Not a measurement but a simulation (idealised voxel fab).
process module | voxel wiring stack
cross-section cut | 180 nm wide | cells 5 nm
A cross-section is a grid of square cells, given in bands from the top down. A band is one or more rows of cells.
Each band's line starts with the height of the band's top and of its bottom, in nm. Then come its materials from left to right, each with its width in nm. One material with "throughout" fills the band from edge to edge. "air" is empty space.
Height 0 is the level under which the wafer as received is all one material. The lowest band goes on downwards, as in "0 down".
A width such as "30 to 40" changes by the same amount from each row of cells to the next, from the band's top row to its bottom row.
"no change" after a step means that no cell of the cross-section changed.
closed voids: empty space of 8 cells or more with no open way to the top, each as width x height at its distance from the left edge, in nm
after a step's settings: what the simulator itself notes on the step
overlay nm, on a step with a mask: how far to the right of its planned place the mask lay; to the left if negative
plan
1 op RECEIVE | material Si
2 op CONFORMAL_DEP | material SiO2 | thk nm 10
3 op CONFORMAL_DEP | material SiN | thk nm 5
4 op DIRECTIONAL_DEP | material SiO2 | thk nm 25
5 op PATTERN | tone open | mask id METAL_1 | material resist | width nm 30 | pitch nm 60 | thk nm 20 | overlay nm 0
6 op DIRECTIONAL_ETCH | etch materials SiO2 | depth nm 25
7 op DIRECTIONAL_ETCH | etch materials SiN | depth nm 5
8 op STRIP | etch materials resist
9 op CONFORMAL_DEP | material TiN | thk nm 5
10 op FILL_DEP | material W | thk nm 5
11 op CMP | height nm 40
12 op CONFORMAL_DEP | material SiCN | thk nm 5
13 op DIRECTIONAL_DEP | material SiO2 | thk nm 10
14 op MASKED_ETCH | tone open | mask id PLUG_1 | width nm 15 | etch materials SiO2 | depth nm 10 | overlay nm 0
15 op MASKED_ETCH | tone open | mask id PLUG_1 | width nm 15 | etch materials SiCN | depth nm 5 | overlay nm 0
16 op CONFORMAL_DEP | material TiN | thk nm 5
17 op FILL_DEP | material Cu | thk nm 5
18 op CMP | height nm 55
19 op DIRECTIONAL_DEP | material TiN | thk nm 5
20 op DIRECTIONAL_DEP | material Ru | thk nm 25
21 op PATTERN | tone cover | mask id METAL_2 | material resist | width nm 30 | pitch nm 60 | thk nm 15 | overlay nm 0
22 op DIRECTIONAL_ETCH | etch materials Ru | depth nm 25
23 op DIRECTIONAL_ETCH | etch materials TiN | depth nm 5
24 op STRIP | etch materials resist
25 op CONFORMAL_DEP | material SiCN | thk nm 5
26 op FILL_DEP | material SiO2 | thk nm 10
27 op CMP | height nm 85
28 op CONFORMAL_DEP | material SiCN | thk nm 5
29 op DIRECTIONAL_DEP | material SiO2 | thk nm 30
30 op DIRECTIONAL_DEP | material aC | thk nm 10
31 op PATTERN | tone open | mask id METAL_3_HOLES | material resist | width nm 15 | pitch nm 60 | thk nm 30 | overlay nm 0
32 op DIRECTIONAL_ETCH | etch materials aC | depth nm 10
33 op STRIP | etch materials resist
34 op DIRECTIONAL_ETCH | etch materials SiO2 | depth nm 30
35 op STRIP | etch materials aC
36 op PATTERN | tone open | mask id METAL_3 | material resist | width nm 30 | pitch nm 60 | thk nm 15 | overlay nm 0
37 op DIRECTIONAL_ETCH | etch materials SiO2 | depth nm 20
38 op DIRECTIONAL_ETCH | etch materials SiCN | depth nm 5
39 op STRIP | etch materials resist
40 op CONFORMAL_DEP | material TiN | thk nm 5
41 op FILL_DEP | material Cu | thk nm 10
42 op CMP | height nm 120
43 op CONFORMAL_DEP | material SiN | thk nm 5
first wafer, as planned
as received, after step 1
  0 down: Si throughout
  closed voids: none
after step 2
  10 to 0: SiO2 throughout
  below 0: unchanged
after step 3
  15 to 10: SiN throughout
  below 10: unchanged
after step 4
  40 to 15: SiO2 throughout
  below 15: unchanged
after step 5
  60 to 40: resist 45 | air 30 | resist 30 | air 30 | resist 45
  below 40: unchanged
after step 6
  60 to 40: resist 45 | air 30 | resist 30 | air 30 | resist 45
  40 to 15: SiO2 45 | air 30 | SiO2 30 | air 30 | SiO2 45
  below 15: unchanged
after step 7
  60 to 40: resist 45 | air 30 | resist 30 | air 30 | resist 45
  40 to 15: SiO2 45 | air 30 | SiO2 30 | air 30 | SiO2 45
  15 to 10: SiN 45 | air 30 | SiN 30 | air 30 | SiN 45
  below 10: unchanged
after step 8
  40 to 15: SiO2 45 | air 30 | SiO2 30 | air 30 | SiO2 45
  below 15: unchanged
after step 9
  45 to 40: TiN 50 | air 20 | TiN 40 | air 20 | TiN 50
  40 to 15: SiO2 45 | TiN 5 | air 20 | TiN 5 | SiO2 30 | TiN 5 | air 20 | TiN 5 | SiO2 45
  15 to 10: SiN 45 | TiN 30 | SiN 30 | TiN 30 | SiN 45
  below 10: unchanged
after step 10
  50 to 45: W throughout
  45 to 40: TiN 50 | W 20 | TiN 40 | W 20 | TiN 50
  40 to 15: SiO2 45 | TiN 5 | W 20 | TiN 5 | SiO2 30 | TiN 5 | W 20 | TiN 5 | SiO2 45
  below 15: unchanged
after step 11
  40 to 15: SiO2 45 | TiN 5 | W 20 | TiN 5 | SiO2 30 | TiN 5 | W 20 | TiN 5 | SiO2 45
  below 15: unchanged
after step 12
  45 to 40: SiCN throughout
  below 40: unchanged
after step 13
  55 to 45: SiO2 throughout
  below 45: unchanged
after step 14
  55 to 45: SiO2 45 | air 15 | SiO2 120
  below 45: unchanged
after step 15
  55 to 45: SiO2 45 | air 15 | SiO2 120
  45 to 40: SiCN 45 | air 15 | SiCN 120
  below 40: unchanged
after step 16
  60 to 55: TiN 50 | air 5 | TiN 125
  55 to 45: SiO2 45 | TiN 5 | air 5 | TiN 5 | SiO2 120
  45 to 40: SiCN 45 | TiN 15 | SiCN 120
  below 40: unchanged
after step 17
  65 to 60: Cu throughout
  60 to 55: TiN 50 | Cu 5 | TiN 125
  55 to 45: SiO2 45 | TiN 5 | Cu 5 | TiN 5 | SiO2 120
  below 45: unchanged
after step 18
  55 to 45: SiO2 45 | TiN 5 | Cu 5 | TiN 5 | SiO2 120
  below 45: unchanged
after step 19
  60 to 55: TiN throughout
  below 55: unchanged
after step 20
  85 to 60: Ru throughout
  below 60: unchanged
after step 21
  100 to 85: air 45 | resist 30 | air 30 | resist 30 | air 45
  below 85: unchanged
after step 22
  100 to 85: air 45 | resist 30 | air 30 | resist 30 | air 45
  85 to 60: air 45 | Ru 30 | air 30 | Ru 30 | air 45
  below 60: unchanged
after step 23
  100 to 85: air 45 | resist 30 | air 30 | resist 30 | air 45
  85 to 60: air 45 | Ru 30 | air 30 | Ru 30 | air 45
  60 to 55: air 45 | TiN 30 | air 30 | TiN 30 | air 45
  below 55: unchanged
after step 24
  85 to 60: air 45 | Ru 30 | air 30 | Ru 30 | air 45
  below 60: unchanged
after step 25
  90 to 85: air 40 | SiCN 40 | air 20 | SiCN 40 | air 40
  85 to 60: air 40 | SiCN 5 | Ru 30 | SiCN 5 | air 20 | SiCN 5 | Ru 30 | SiCN 5 | air 40
  60 to 55: SiCN 45 | TiN 30 | SiCN 30 | TiN 30 | SiCN 45
  below 55: unchanged
after step 26
  100 to 90: SiO2 throughout
  90 to 85: SiO2 40 | SiCN 40 | SiO2 20 | SiCN 40 | SiO2 40
  85 to 60: SiO2 40 | SiCN 5 | Ru 30 | SiCN 5 | SiO2 20 | SiCN 5 | Ru 30 | SiCN 5 | SiO2 40
  below 60: unchanged
after step 27
  85 to 60: SiO2 40 | SiCN 5 | Ru 30 | SiCN 5 | SiO2 20 | SiCN 5 | Ru 30 | SiCN 5 | SiO2 40
  below 60: unchanged
after step 28
  90 to 85: SiCN throughout
  below 85: unchanged
after step 29
  120 to 90: SiO2 throughout
  below 90: unchanged
after step 30
  130 to 120: aC throughout
  below 120: unchanged
after step 31
  160 to 130: resist 45 | air 15 | resist 45 | air 15 | resist 60
  below 130: unchanged
after step 32
  150 to 130: resist 45 | air 15 | resist 45 | air 15 | resist 60
  130 to 120: aC 45 | air 15 | aC 45 | air 15 | aC 60
  below 120: unchanged
after step 33
  130 to 120: aC 45 | air 15 | aC 45 | air 15 | aC 60
  below 120: unchanged
after step 34
  130 to 120: aC 45 | air 15 | aC 45 | air 15 | aC 60
  120 to 90: SiO2 45 | air 15 | SiO2 45 | air 15 | SiO2 60
  below 90: unchanged
after step 35
  120 to 90: SiO2 45 | air 15 | SiO2 45 | air 15 | SiO2 60
  below 90: unchanged
after step 36
  135 to 120: resist 45 | air 30 | resist 30 | air 30 | resist 45
  below 120: unchanged
after step 37
  135 to 120: resist 45 | air 30 | resist 30 | air 30 | resist 45
  120 to 100: SiO2 45 | air 30 | SiO2 30 | air 30 | SiO2 45
  below 100: unchanged
after step 38
  135 to 120: resist 45 | air 30 | resist 30 | air 30 | resist 45
  120 to 100: SiO2 45 | air 30 | SiO2 30 | air 30 | SiO2 45
  100 to 90: SiO2 45 | air 15 | SiO2 45 | air 15 | SiO2 60
  90 to 85: SiCN 45 | air 15 | SiCN 45 | air 15 | SiCN 60
  below 85: unchanged
after step 39
  120 to 100: SiO2 45 | air 30 | SiO2 30 | air 30 | SiO2 45
  below 100: unchanged
after step 40
  125 to 120: TiN 50 | air 20 | TiN 40 | air 20 | TiN 50
  120 to 105: SiO2 45 | TiN 5 | air 20 | TiN 5 | SiO2 30 | TiN 5 | air 20 | TiN 5 | SiO2 45
  105 to 100: SiO2 45 | TiN 5 | air 5 | TiN 20 | SiO2 30 | TiN 5 | air 5 | TiN 20 | SiO2 45
  100 to 90: SiO2 45 | TiN 5 | air 5 | TiN 5 | SiO2 45 | TiN 5 | air 5 | TiN 5 | SiO2 60
  90 to 85: SiCN 45 | TiN 15 | SiCN 45 | TiN 15 | SiCN 60
  below 85: unchanged
after step 41
  135 to 125: Cu throughout
  125 to 120: TiN 50 | Cu 20 | TiN 40 | Cu 20 | TiN 50
  120 to 105: SiO2 45 | TiN 5 | Cu 20 | TiN 5 | SiO2 30 | TiN 5 | Cu 20 | TiN 5 | SiO2 45
  105 to 100: SiO2 45 | TiN 5 | Cu 5 | TiN 20 | SiO2 30 | TiN 5 | Cu 5 | TiN 20 | SiO2 45
  100 to 90: SiO2 45 | TiN 5 | Cu 5 | TiN 5 | SiO2 45 | TiN 5 | Cu 5 | TiN 5 | SiO2 60
  below 90: unchanged
after step 42
  120 to 105: SiO2 45 | TiN 5 | Cu 20 | TiN 5 | SiO2 30 | TiN 5 | Cu 20 | TiN 5 | SiO2 45
  below 105: unchanged
after step 43
  125 to 120: SiN throughout
  below 120: unchanged
second wafer: like start, like plan, one mistake. Through step 24 it matches the first wafer
when step 25 should have ended
  100 to 85: air 30 | SiCN 120 | air 30
  85 to 70: air 30 | SiCN 15 | Ru 30 | SiCN 30 | Ru 30 | SiCN 15 | air 30
  70 to 60: SiCN 45 | Ru 30 | SiCN 30 | Ru 30 | SiCN 45
  60 to 55: SiCN 45 | TiN 30 | SiCN 30 | TiN 30 | SiCN 45
  below 55: unchanged
when step 26 should have ended
  110 to 100: SiO2 throughout
  100 to 85: SiO2 30 | SiCN 120 | SiO2 30
  85 to 70: SiO2 30 | SiCN 15 | Ru 30 | SiCN 30 | Ru 30 | SiCN 15 | SiO2 30
  below 70: unchanged
when step 27 should have ended
  85 to 70: SiO2 30 | SiCN 15 | Ru 30 | SiCN 30 | Ru 30 | SiCN 15 | SiO2 30
  below 70: unchanged
when step 28 should have ended
  90 to 85: SiCN throughout
  below 85: unchanged
when step 29 should have ended
  120 to 90: SiO2 throughout
  below 90: unchanged
when step 30 should have ended
  130 to 120: aC throughout
  below 120: unchanged
when step 31 should have ended
  160 to 130: resist 45 | air 15 | resist 45 | air 15 | resist 60
  below 130: unchanged
when step 32 should have ended
  150 to 130: resist 45 | air 15 | resist 45 | air 15 | resist 60
  130 to 120: aC 45 | air 15 | aC 45 | air 15 | aC 60
  below 120: unchanged
when step 33 should have ended
  130 to 120: aC 45 | air 15 | aC 45 | air 15 | aC 60
  below 120: unchanged
when step 34 should have ended
  130 to 120: aC 45 | air 15 | aC 45 | air 15 | aC 60
  120 to 90: SiO2 45 | air 15 | SiO2 45 | air 15 | SiO2 60
  below 90: unchanged
when step 35 should have ended
  120 to 90: SiO2 45 | air 15 | SiO2 45 | air 15 | SiO2 60
  below 90: unchanged
when step 36 should have ended
  135 to 120: resist 45 | air 30 | resist 30 | air 30 | resist 45
  below 120: unchanged
when step 37 should have ended
  135 to 120: resist 45 | air 30 | resist 30 | air 30 | resist 45
  120 to 100: SiO2 45 | air 30 | SiO2 30 | air 30 | SiO2 45
  below 100: unchanged
when step 38 should have ended
  135 to 120: resist 45 | air 30 | resist 30 | air 30 | resist 45
  120 to 100: SiO2 45 | air 30 | SiO2 30 | air 30 | SiO2 45
  100 to 90: SiO2 45 | air 15 | SiO2 45 | air 15 | SiO2 60
  90 to 85: SiCN 45 | air 15 | SiCN 45 | air 15 | SiCN 60
  below 85: unchanged
when step 39 should have ended
  120 to 100: SiO2 45 | air 30 | SiO2 30 | air 30 | SiO2 45
  below 100: unchanged
when step 40 should have ended
  125 to 120: TiN 50 | air 20 | TiN 40 | air 20 | TiN 50
  120 to 105: SiO2 45 | TiN 5 | air 20 | TiN 5 | SiO2 30 | TiN 5 | air 20 | TiN 5 | SiO2 45
  105 to 100: SiO2 45 | TiN 5 | air 5 | TiN 20 | SiO2 30 | TiN 5 | air 5 | TiN 20 | SiO2 45
  100 to 90: SiO2 45 | TiN 5 | air 5 | TiN 5 | SiO2 45 | TiN 5 | air 5 | TiN 5 | SiO2 60
  90 to 85: SiCN 45 | TiN 15 | SiCN 45 | TiN 15 | SiCN 60
  below 85: unchanged
when step 41 should have ended
  135 to 125: Cu throughout
  125 to 120: TiN 50 | Cu 20 | TiN 40 | Cu 20 | TiN 50
  120 to 105: SiO2 45 | TiN 5 | Cu 20 | TiN 5 | SiO2 30 | TiN 5 | Cu 20 | TiN 5 | SiO2 45
  105 to 100: SiO2 45 | TiN 5 | Cu 5 | TiN 20 | SiO2 30 | TiN 5 | Cu 5 | TiN 20 | SiO2 45
  100 to 90: SiO2 45 | TiN 5 | Cu 5 | TiN 5 | SiO2 45 | TiN 5 | Cu 5 | TiN 5 | SiO2 60
  below 90: unchanged
when step 42 should have ended
  120 to 105: SiO2 45 | TiN 5 | Cu 20 | TiN 5 | SiO2 30 | TiN 5 | Cu 20 | TiN 5 | SiO2 45
  below 105: unchanged
when step 43 should have ended
  125 to 120: SiN throughout
  below 120: unchanged
what went wrong: step 25 ran as: op CONFORMAL_DEP | material SiCN | thk nm 15
at the end the second wafer has, in cells: 64 more of SiCN | 64 fewer of SiO2
